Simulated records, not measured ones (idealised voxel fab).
process module | voxel self aligned contacts
Square cells of 5 nm make up the cross-section cut, whose width is 225 nm.
In what follows, cross-sections appear as grids of square cells, described through bands that run from the top down, where every band is one or more rows of cells.
Heights first: top, then bottom, in nm. Then materials, left to right, each with a width in nm. "throughout" on a single material: fills the band edge to edge. "blank": empty space.
Measure heights from 0. That's the level where, below it, the as-received wafer is all one material. The lowest band is bottomless and extends downward; write it as in "top 0, no bottom".
Width "30..40": first value at the band's top row of cells, second value at its bottom row, equal change from row to row.
When a step is marked "no modifications", none of the cells in the cross-section changed during that step.
Each empty space that has no open way to the top and spans at least 8 cells appears under "Cavities, sealed" as width x height at distance, the distance counted from the left edge, all in nm.
It should be noted that, on the line of a given step, the content following the step's settings is a remark produced by the simulator itself with respect to that step.
overlay nm: where the mask lay relative to plan, measured to the right, on steps with a mask; negatives go left.
## The planned process steps are enumerated hereunder
1. RECEIVE [material Si]
2. CONFORMAL_DEP [material SiO2] [thk nm 5]
3. DIRECTIONAL_DEP [material polySi] [thk nm 30]
4. DIRECTIONAL_DEP [material SiN] [thk nm 15]
5. DIRECTIONAL_DEP [material aC] [thk nm 15]
6. PATTERN [tone cover] [mask id GATE] [material resist] [width nm 30] [pitch nm 65] [thk nm 35] [overlay nm 0]
7. DIRECTIONAL_ETCH [etch materials aC] [depth nm 15]
8. STRIP [etch materials resist]
9. DIRECTIONAL_ETCH [etch materials SiN] [depth nm 15]
10. DIRECTIONAL_ETCH [etch materials polySi] [depth nm 30]
11. STRIP [etch materials aC]
12. CONFORMAL_DEP [material SiN] [thk nm 5]
13. DIRECTIONAL_ETCH [etch materials SiN] [depth nm 5]
14. FILL_DEP [material SiO2] [thk nm 15]
15. CMP [height nm 55]
16. MASKED_ETCH [tone open] [mask id CONTACT] [width nm 45] [etch materials SiO2] [depth nm 55] [overlay nm 0]
17. CONFORMAL_DEP [material TiN] [thk nm 5]
18. FILL_DEP [material W] [thk nm 5]
19. CMP [height nm 55]
20. CONFORMAL_DEP [material SiN] [thk nm 5]
## Cross-section of the incoming wafer, state after step 1
* top 0, no bottom | Si throughout
* Cavities, sealed: none
## The first of two wafers, cross-sectioned at the end of the module, with the run proceeding as planned
* top 60, bottom 55 | SiN throughout
* top 55, bottom 50 | SiO2=90 / TiN=15 / W=15 / TiN=15 / SiO2=90
* top 50, bottom 35 | SiO2=60 / SiN=40 / TiN=5 / W=15 / TiN=5 / SiN=40 / SiO2=60
* top 35, bottom 5 | SiO2=60 / SiN=5 / polySi=30 / SiN=5 / TiN=5 / W=15 / TiN=5 / SiN=5 / polySi=30 / SiN=5 / SiO2=60
* top 5, bottom 0 | SiO2=100 / TiN=25 / SiO2=100
* top 0, no bottom | Si throughout
* Cavities, sealed: none
## This is the second of the two wafers, cross-sectioned at the end of the module; it started exactly like the first and was given the same plan, but it was run with one mistake
* top 60, bottom 55 | SiN throughout
* top 55, bottom 40 | SiO2=60 / SiN=5 / polySi=30 / SiN=5 / TiN=5 / W=15 / TiN=5 / SiN=5 / polySi=30 / SiN=5 / SiO2=60
* top 40, bottom 35 | SiO2=60 / SiN=5 / polySi=30 / SiN=5 / TiN=25 / SiN=5 / polySi=30 / SiN=5 / SiO2=60
* top 35, bottom 5 | polySi throughout
* top 5, bottom 0 | SiO2 throughout
* top 0, no bottom | Si throughout
* Cavities, sealed: none
Which mistake was made when the wafer was run? plan step 3 ran twice
Bottom line after processing is that, in cells, the second wafer is up or down on some materials versus the first: SiN -56, SiO2 -151, TiN -18, W -21, polySi +246
